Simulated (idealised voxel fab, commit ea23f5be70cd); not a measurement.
The process module presented herein is designated voxel gate over fins.
Section shown: cut. Width: 170 nm. Cell size: 5 nm, square.
Cross-sections here: square-cell grids, written as top-down lists of bands, a band being one or more rows of cells.
Band entry format. Leading values: height of top, height of bottom, nm. Remainder: materials in left-to-right order, each with its width in nm. Special words: "all across" on a single material, which then fills the band edge to edge; "empty", empty space.
Where do heights start? At 0: under that level the wafer as delivered is made of one material only. And the lowest band has no floor; it just carries on downward, as in "from 0 down".
Per-row width for "30->40": begins at first number (top row of band), ends at second number (bottom row), increment between rows held constant.
"no alteration" -> step changed no cross-section cell.
This entry, "Completely sealed voids", enumerates those empty regions of no fewer than 8 cells that possess no open connection to the top. Each region is reported in the form width x height at distance, the distance being taken from the left edge, with all three quantities expressed in nm.
Formally, on a step line, whatever follows the settings is a remark that the simulator itself makes on the step.
For masked steps, "overlay nm" on the step line gives how far right of plan the mask actually lay; a minus sign means it lay to the left.

## This section lists the process steps that were planned
1: RECEIVE | material Si
2: CONFORMAL_DEP | material SiN | thk nm 5
3: DIRECTIONAL_DEP | material aC | thk nm 10
4: PATTERN | tone cover | mask id FINS | material resist | width nm 15 | pitch nm 55 | thk nm 30 | overlay nm 0
5: DIRECTIONAL_ETCH | etch materials aC | depth nm 10
6: STRIP | etch materials resist
7: DIRECTIONAL_ETCH | etch materials SiN | depth nm 5
8: DIRECTIONAL_ETCH | etch materials Si | depth nm 30
9: STRIP | etch materials aC
10: OXIDIZE | depth nm 5
11: FILL_DEP | material SiO2 | thk nm 5
12: CMP | height nm 5
13: MASKED_ETCH | tone open | mask id RAIL | width nm 15 | etch materials SiO2 | depth nm 30 | overlay nm 0
14: CONFORMAL_DEP | material TiN | thk nm 5
15: FILL_DEP | material W | thk nm 5
16: CMP | height nm 5
17: SELECTIVE_ETCH | etch materials W Ru TiN | depth nm 25
18: FILL_DEP | material SiO2 | thk nm 5
19: CMP | height nm 5
20: SELECTIVE_ETCH | etch materials SiO2 | depth nm 20
21: STRIP | etch materials SiN
22: CONFORMAL_DEP | material HfO2 | thk nm 5
23: CONFORMAL_DEP | material TiN | thk nm 5
24: FILL_DEP | material W | thk nm 15
25: CMP | height nm 20
26: CONFORMAL_DEP | material SiN | thk nm 10

## Shown in cross-section is the wafer as received, that is, as it stands after step 1
	from 0 down = Si all across
	Completely sealed voids: none

## Module complete, cross-section. Starting point and plan per above. One mistake made in running the module
	from 30 to 20 = SiN all across
	from 20 to 10 = W all across
	from 10 to 5 = W: 10; TiN: 35; W: 20; TiN: 35; W: 20; TiN: 35; W: 15
	from 5 to 0 = W: 10; TiN: 5; HfO2: 25; TiN: 5; W: 20; TiN: 5; HfO2: 25; TiN: 5; W: 20; TiN: 5; HfO2: 25; TiN: 5; W: 15
	from 0 to -5 = W: 10; TiN: 5; HfO2: 5; Si: 15; HfO2: 5; TiN: 5; W: 20; TiN: 5; HfO2: 5; Si: 15; HfO2: 5; TiN: 5; W: 20; TiN: 5; HfO2: 5; Si: 15; HfO2: 5; TiN: 5; W: 15
	from -5 to -10 = TiN: 15; HfO2: 5; Si: 15; HfO2: 5; TiN: 30; HfO2: 5; Si: 15; HfO2: 5; TiN: 30; HfO2: 5; Si: 15; HfO2: 5; TiN: 20
	from -10 to -15 = HfO2: 20; Si: 15; HfO2: 40; Si: 15; HfO2: 40; Si: 15; HfO2: 25
	from -15 to -20 = SiO2: 20; Si: 15; SiO2: 40; Si: 15; SiO2: 40; Si: 15; SiO2: 25
	from -20 to -25 = SiO2: 20; Si: 15; SiO2: 10; TiN: 15; SiO2: 15; Si: 15; SiO2: 40; Si: 15; SiO2: 25
	from -25 to -35 = SiO2: 20; Si: 15; SiO2: 40; Si: 15; SiO2: 40; Si: 15; SiO2: 25
	from -35 down = Si all across
	Completely sealed voids: none
Want to know what went wrong? step 4 was not run as planned; what actually ran was PATTERN | tone cover | mask id FINS | material resist | width nm 25 | pitch nm 55 | thk nm 30 | overlay nm 0
